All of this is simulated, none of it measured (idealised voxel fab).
Proc. module: voxel ribs on slabs
The cross-section on display is named cut; it measures 150 nm wide, and its cells are 5 nm squares.
Format of a cross-section: grid, square cells. Given as bands. Order: top down. Band: one or more rows of cells. This entry defines a band. It first specifies the height of the band's top and the height of its bottom in nm, and then specifies the band's materials from left to right, stating each material with its width in nm. The word "throughout" identifies a single material that fills the band from edge to edge, while the word "blank" identifies empty space. Heads up on the height convention: 0 is the point under which the incoming wafer is all one material, and the lowest band has no bottom, it just keeps going down, like "from 0 down". Width spec "30 to 40" -> top row of cells at first value, bottom row at second value, equal per-row change in between. "everything unchanged", as given for a step, is the statement that not any cell of the cross-section underwent a change during that step. "Voids, enclosed" lists enclosed empty spaces (at least 8 cells, no open path upward to the top), each as width x height at distance from the left edge, in nm. Read whatever lies past the settings on a step's line as the simulator's own remark about the step. The line of a step may include "overlay nm". On a step with a mask, this value is how far to the right of its planned place the mask lay. A negative value means the mask lay to the left.
# Listed below are the process steps as planned
1,RECEIVE, material Si
2,DIRECTIONAL_DEP, material SiO2, thk nm 30
3,DIRECTIONAL_DEP, material polySi, thk nm 20
4,DIRECTIONAL_DEP, material aC, thk nm 15
5,PATTERN, tone cover, mask id RIB, material resist, width nm 30, thk nm 30, overlay nm 0
6,DIRECTIONAL_ETCH, etch materials aC, depth nm 15
7,STRIP, etch materials resist
8,DIRECTIONAL_ETCH, etch materials polySi, depth nm 15
9,STRIP, etch materials aC
10,DIRECTIONAL_DEP, material aC, thk nm 10
11,PATTERN, tone cover, mask id SLAB, material resist, width nm 90, thk nm 25, overlay nm 0
12,DIRECTIONAL_ETCH, etch materials aC, depth nm 10
13,STRIP, etch materials resist
14,DIRECTIONAL_ETCH, etch materials polySi, depth nm 5
15,STRIP, etch materials aC
16,FILL_DEP, material SiO2, thk nm 25
17,CMP, height nm 65
18,DIRECTIONAL_DEP, material W, thk nm 5
19,PATTERN, tone cover, mask id HEATER, material resist, width nm 40, thk nm 15, overlay nm 0
20,DIRECTIONAL_ETCH, etch materials W, depth nm 5
21,STRIP, etch materials resist
22,CONFORMAL_DEP, material SiN, thk nm 10
# What follows covers the first of two wafers; it ran as planned
# Wafer as received: cross-section following step 1
> from 0 down  Si throughout
> Voids, enclosed: none
# Cross-section of the wafer subsequent to step 2
> from 30 to 0  SiO2 throughout
> Rest of section, below 0: as before.
# Cross-section of the wafer subsequent to step 3
> from 50 to 30  polySi throughout
> Rest of section, below 30: as before.
# Cross-section of the wafer subsequent to step 4
> from 65 to 50  aC throughout
> Rest of section, below 50: as before.
# Cross-section of the wafer subsequent to step 5
> from 95 to 65  blank 60; resist 30; blank 60
> Rest of section, below 65: as before.
# Cross-section of the wafer subsequent to step 6
> from 80 to 65  blank 60; resist 30; blank 60
> from 65 to 50  blank 60; aC 30; blank 60
> Rest of section, below 50: as before.
# Cross-section of the wafer subsequent to step 7
> from 65 to 50  blank 60; aC 30; blank 60
> Rest of section, below 50: as before.
# Cross-section of the wafer subsequent to step 8
> from 65 to 50  blank 60; aC 30; blank 60
> from 50 to 35  blank 60; polySi 30; blank 60
> Rest of section, below 35: as before.
# Cross-section of the wafer subsequent to step 9
> from 50 to 35  blank 60; polySi 30; blank 60
> Rest of section, below 35: as before.
# Cross-section of the wafer subsequent to step 10
> from 60 to 50  blank 60; aC 30; blank 60
> from 50 to 45  blank 60; polySi 30; blank 60
> from 45 to 35  aC 60; polySi 30; aC 60
> Rest of section, below 35: as before.
# Cross-section of the wafer subsequent to step 11
> from 85 to 60  blank 30; resist 90; blank 30
> from 60 to 50  blank 30; resist 30; aC 30; resist 30; blank 30
> from 50 to 45  blank 30; resist 30; polySi 30; resist 30; blank 30
> Rest of section, below 45: as before.
# Cross-section of the wafer subsequent to step 12
> from 75 to 60  blank 30; resist 90; blank 30
> from 60 to 50  blank 30; resist 30; aC 30; resist 30; blank 30
> from 50 to 45  blank 30; resist 30; polySi 30; resist 30; blank 30
> from 45 to 35  blank 30; aC 30; polySi 30; aC 30; blank 30
> Rest of section, below 35: as before.
# Cross-section of the wafer subsequent to step 13
> from 60 to 50  blank 60; aC 30; blank 60
> from 50 to 45  blank 60; polySi 30; blank 60
> Rest of section, below 45: as before.
# Cross-section of the wafer subsequent to step 14
> from 60 to 50  blank 60; aC 30; blank 60
> from 50 to 45  blank 60; polySi 30; blank 60
> from 45 to 35  blank 30; aC 30; polySi 30; aC 30; blank 30
> from 35 to 30  blank 30; polySi 90; blank 30
> Rest of section, below 30: as before.
# Cross-section of the wafer subsequent to step 15
> from 50 to 35  blank 60; polySi 30; blank 60
> Rest of section, below 35: as before.
# Cross-section of the wafer subsequent to step 16
> from 75 to 50  SiO2 throughout
> from 50 to 35  SiO2 60; polySi 30; SiO2 60
> from 35 to 30  SiO2 30; polySi 90; SiO2 30
> Rest of section, below 30: as before.
# Cross-section of the wafer subsequent to step 17
> from 65 to 50  SiO2 throughout
> Rest of section, below 50: as before.
# Cross-section of the wafer subsequent to step 18
> from 70 to 65  W throughout
> Rest of section, below 65: as before.
# Cross-section of the wafer subsequent to step 19
> from 85 to 70  blank 55; resist 40; blank 55
> Rest of section, below 70: as before.
# Cross-section of the wafer subsequent to step 20
> from 85 to 70  blank 55; resist 40; blank 55
> from 70 to 65  blank 55; W 40; blank 55
> Rest of section, below 65: as before.
# Cross-section of the wafer subsequent to step 21
> from 70 to 65  blank 55; W 40; blank 55
> Rest of section, below 65: as before.
# Cross-section of the wafer subsequent to step 22
> from 80 to 75  blank 45; SiN 60; blank 45
> from 75 to 70  SiN throughout
> from 70 to 65  SiN 55; W 40; SiN 55
> Rest of section, below 65: as before.
# For the second wafer, take the first wafer's start and plan, then add one mistake made in running it; everything through step 1, that step included, is shared with the first
# Here is the second wafer in cross-section at the point where step 2 of the plan should have been done
> from 20 to 0  polySi throughout
> Rest of section, below 0: as before.
# Here is the second wafer in cross-section at the point where step 3 of the plan should have been done
> from 50 to 20  SiO2 throughout
> Rest of section, below 20: as before.
# Here is the second wafer in cross-section at the point where step 4 of the plan should have been done
> from 65 to 50  aC throughout
> Rest of section, below 50: as before.
# Here is the second wafer in cross-section at the point where step 5 of the plan should have been done
> from 95 to 65  blank 60; resist 30; blank 60
> Rest of section, below 65: as before.
# Here is the second wafer in cross-section at the point where step 6 of the plan should have been done
> from 80 to 65  blank 60; resist 30; blank 60
> from 65 to 50  blank 60; aC 30; blank 60
> Rest of section, below 50: as before.
# Here is the second wafer in cross-section at the point where step 7 of the plan should have been done
> from 65 to 50  blank 60; aC 30; blank 60
> Rest of section, below 50: as before.
Here is the second wafer in cross-section at the point where step 8 of the plan should have been done: everything unchanged
# Here is the second wafer in cross-section at the point where step 9 of the plan should have been done
> from 50 to 20  SiO2 throughout
> Rest of section, below 20: as before.
# Here is the second wafer in cross-section at the point where step 10 of the plan should have been done
> from 60 to 50  aC throughout
> Rest of section, below 50: as before.
# Here is the second wafer in cross-section at the point where step 11 of the plan should have been done
> from 85 to 60  blank 30; resist 90; blank 30
> Rest of section, below 60: as before.
# Here is the second wafer in cross-section at the point where step 12 of the plan should have been done
> from 75 to 60  blank 30; resist 90; blank 30
> from 60 to 50  blank 30; aC 90; blank 30
> Rest of section, below 50: as before.
# Here is the second wafer in cross-section at the point where step 13 of the plan should have been done
> from 60 to 50  blank 30; aC 90; blank 30
> Rest of section, below 50: as before.
Here is the second wafer in cross-section at the point where step 14 of the plan should have been done: everything unchanged
# Here is the second wafer in cross-section at the point where step 15 of the plan should have been done
> from 50 to 20  SiO2 throughout
> Rest of section, below 20: as before.
# Here is the second wafer in cross-section at the point where step 16 of the plan should have been done
> from 75 to 20  SiO2 throughout
> Rest of section, below 20: as before.
# Here is the second wafer in cross-section at the point where step 17 of the plan should have been done
> from 65 to 20  SiO2 throughout
> Rest of section, below 20: as before.
# Here is the second wafer in cross-section at the point where step 18 of the plan should have been done
> from 70 to 65  W throughout
> Rest of section, below 65: as before.
# Here is the second wafer in cross-section at the point where step 19 of the plan should have been done
> from 85 to 70  blank 55; resist 40; blank 55
> Rest of section, below 70: as before.
# Here is the second wafer in cross-section at the point where step 20 of the plan should have been done
> from 85 to 70  blank 55; resist 40; blank 55
> from 70 to 65  blank 55; W 40; blank 55
> Rest of section, below 65: as before.
# Here is the second wafer in cross-section at the point where step 21 of the plan should have been done
> from 70 to 65  blank 55; W 40; blank 55
> Rest of section, below 65: as before.
# Here is the second wafer in cross-section at the point where step 22 of the plan should have been done
> from 80 to 75  blank 45; SiN 60; blank 45
> from 75 to 70  SiN throughout
> from 70 to 65  SiN 55; W 40; SiN 55
> Rest of section, below 65: as before.
Error vs. plan: steps 2 and 3 were swapped
Wrapping up, a cell-based count of both wafers puts the second over or under the first for these materials: -84 SiO2; +84 polySi
